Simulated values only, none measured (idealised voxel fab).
Process module under the name voxel gate over fins
The figure presents cross-section cut, which has a width of 175 nm and is divided into square cells with an edge length of 5 nm.
A cross-section is written here as square cells arranged in a grid, and it is given in bands from the top down, each band taking up one or more rows of cells.
A band entry consists of two parts. The first gives the height of the band's top and the height of its bottom, in nm. The rest lists the band's materials from left to right, each with its width in nm. A single material labelled with the word "throughout" fills the band from edge to edge, and the word "empty" marks empty space.
Measure heights from 0. That's the level where, below it, the as-received wafer is all one material. The lowest band is bottomless and extends downward; write it as in "0 down".
Note: "30->40" means the width goes from the first number (top row of the band) to the second number (bottom row) in equal steps per row of cells.
Reading "nothing changed" for a step: not a cell of the cross-section changed in it.
Closed-off voids of 8+ cells (no open route to the top) go in "Closed void listing", written width x height at distance from the left edge, in nm.
If you see something after the settings on a step's line, that's the simulator's own remark about that step.
overlay nm: on a step with a mask, how far right of its planned place the mask lay; negative means left.
Planned process steps:
step 1: RECEIVE with material Si
step 2: CONFORMAL_DEP with material SiN, thk nm 10
step 3: MASKED_ETCH with tone cover, mask id FINS, width nm 15, pitch nm 35, etch materials SiN, depth nm 10, overlay nm 0
step 4: MASKED_ETCH with tone cover, mask id FINS, width nm 15, pitch nm 35, etch materials Si, depth nm 40, overlay nm 0
step 5: FILL_DEP with material SiO2, thk nm 10
step 6: CMP with height nm 10
step 7: SELECTIVE_ETCH with etch materials SiO2, depth nm 20
step 8: STRIP with etch materials SiN
step 9: CONFORMAL_DEP with material HfO2, thk nm 5
step 10: CONFORMAL_DEP with material TiN, thk nm 5
step 11: CONFORMAL_DEP with material TiAl, thk nm 5
step 12: CONFORMAL_DEP with material TiN, thk nm 5
step 13: FILL_DEP with material W, thk nm 10
step 14: CMP with height nm 25
step 15: CONFORMAL_DEP with material SiN, thk nm 10
Wafer cross-section on receipt, i.e. after step 1:
* 0 down | Si throughout
* Closed void listing: none
First of two wafers at the end of the module, shown in cross-section; run carried out as planned:
* 35 to 25 | SiN throughout
* 25 to 20 | W throughout
* 20 to 15 | 40 nm W / 90 nm TiN / 45 nm W
* 15 to 10 | 40 nm W / 5 nm TiN / 80 nm TiAl / 5 nm TiN / 45 nm W
* 10 to 5 | 45 nm TiN / 5 nm TiAl / 70 nm TiN / 5 nm TiAl / 50 nm TiN
* 5 to 0 | 50 nm TiAl / 5 nm TiN / 25 nm HfO2 / 10 nm TiN / 25 nm HfO2 / 5 nm TiN / 55 nm TiAl
* 0 to -5 | 55 nm TiN / 5 nm HfO2 / 15 nm Si / 5 nm HfO2 / 10 nm TiN / 5 nm HfO2 / 15 nm Si / 5 nm HfO2 / 60 nm TiN
* -5 to -10 | 60 nm HfO2 / 15 nm Si / 20 nm HfO2 / 15 nm Si / 65 nm HfO2
* -10 to -40 | 60 nm SiO2 / 15 nm Si / 20 nm SiO2 / 15 nm Si / 65 nm SiO2
* -40 down | Si throughout
* Closed void listing: none
What the second wafer looks like in cross-section once the module is done. Its start and its plan matched the first wafer's exactly; what differed was one mistake in how it was run:
* 35 to 25 | SiN throughout
* 25 to 20 | W throughout
* 20 to 15 | 40 nm W / 90 nm TiAl / 45 nm W
* 15 to 10 | 40 nm W / 5 nm TiAl / 80 nm TiN / 5 nm TiAl / 45 nm W
* 10 to 5 | 45 nm TiAl / 80 nm TiN / 50 nm TiAl
* 5 to 0 | 55 nm TiN / 25 nm HfO2 / 10 nm TiN / 25 nm HfO2 / 60 nm TiN
* 0 to -5 | 55 nm TiN / 5 nm HfO2 / 15 nm Si / 5 nm HfO2 / 10 nm TiN / 5 nm HfO2 / 15 nm Si / 5 nm HfO2 / 60 nm TiN
* -5 to -10 | 60 nm HfO2 / 15 nm Si / 20 nm HfO2 / 15 nm Si / 65 nm HfO2
* -10 to -40 | 60 nm SiO2 / 15 nm Si / 20 nm SiO2 / 15 nm Si / 65 nm SiO2
* -40 down | Si throughout
* Closed void listing: none
Which mistake was made when the wafer was run? the intended sequence of steps 11 and 12 was reversed during processing, with each occupying the position of the other
If you tally the cells, the second wafer ends up with the same amount of every material as the first; it's all just sitting in different places.
